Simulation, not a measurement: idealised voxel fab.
Herein follows the process module entitled voxel lift off.
The cross-section shown here is cut; it is 280 nm wide and divided into square cells measuring 5 nm on a side.
Format of a cross-section: grid, square cells. Given as bands. Order: top down. Band: one or more rows of cells. The band entry comprises the height of the band's top followed by the height of its bottom, expressed in nm, and subsequently the band's materials from left to right, each stated together with its width in nm. Where a single material is marked with the word "edge to edge", that material fills the band from edge to edge. The word "empty" represents empty space. The level at which height equals 0 is the one under which the wafer, as it arrives, is entirely one material. No lower edge exists for the bottom band, which continues downward and is notated as in "z 0 and below". Quick explanation for "30..40": the width changes in equal steps down the rows of cells, from the first number in the band's top row to the second number in its bottom row. "no alterations made" for a step: no cell of the cross-section changed in that step. Voids not open to the top, 8 cells minimum: see "Sealed void list". Written width x height at distance; distance is from the left edge; nm. Note: text after step settings on the step line = simulator remark on that step. "overlay nm" answers the question of how far to the right of plan the mask lay on a step that has a mask, and when it is negative the answer is to the left.

-- This section lists the process steps that were planned
| 1 | op RECEIVE | material Si |
| 2 | op CONFORMAL_DEP | material SiO2 | thk nm 10 |
| 3 | op PATTERN | tone open | mask id LINES | material resist | width nm 25 | pitch nm 40 | thk nm 20 | overlay nm -15 |
| 4 | op DIRECTIONAL_DEP | material Ru | thk nm 5 |
| 5 | op STRIP | etch materials resist |
| 6 | op CONFORMAL_DEP | material SiCN | thk nm 5 |
Across this set of wafers, the varied parameter is the overlay nm of step 3. Starting conditions are identical for every wafer, and the plan reports the value assigned to the first wafer.

-- First of several wafers (as received, post step 1), cross-sectional view
    z 0 and below  Si edge to edge
    Sealed void list: none

-- The first of several wafers, seen in cross-section after the module's last step, step 6
    z 20 to 15  85 empty  35 SiCN  5 empty  35 SiCN  120 empty
    z 15 to 10  90 SiCN  25 Ru  15 SiCN  25 Ru  125 SiCN
    z 10 to 0  SiO2 edge to edge
    z 0 and below  Si edge to edge
    Sealed void list: none

-- Module end, final wafer: cross-section
    z 20 to 15  115 empty  35 SiCN  5 empty  35 SiCN  90 empty
    z 15 to 10  120 SiCN  25 Ru  15 SiCN  25 Ru  95 SiCN
    z 10 to 0  SiO2 edge to edge
    z 0 and below  Si edge to edge
    Sealed void list: none

-- Below: a row per wafer. Contents at end of module: for every material, cells gained since receipt (+) or lost since receipt (-); then closed voids
overlay nm -15; +10 Ru; +60 SiCN; +112 SiO2; Sealed void list: none
overlay nm -10; +10 Ru; +60 SiCN; +112 SiO2; Sealed void list: none
overlay nm -5; +10 Ru; +60 SiCN; +112 SiO2; Sealed void list: none
overlay nm 0; +10 Ru; +60 SiCN; +112 SiO2; Sealed void list: none
overlay nm 5; +10 Ru; +60 SiCN; +112 SiO2; Sealed void list: none
overlay nm 10; +10 Ru; +60 SiCN; +112 SiO2; Sealed void list: none
overlay nm 15; +10 Ru; +60 SiCN; +112 SiO2; Sealed void list: none
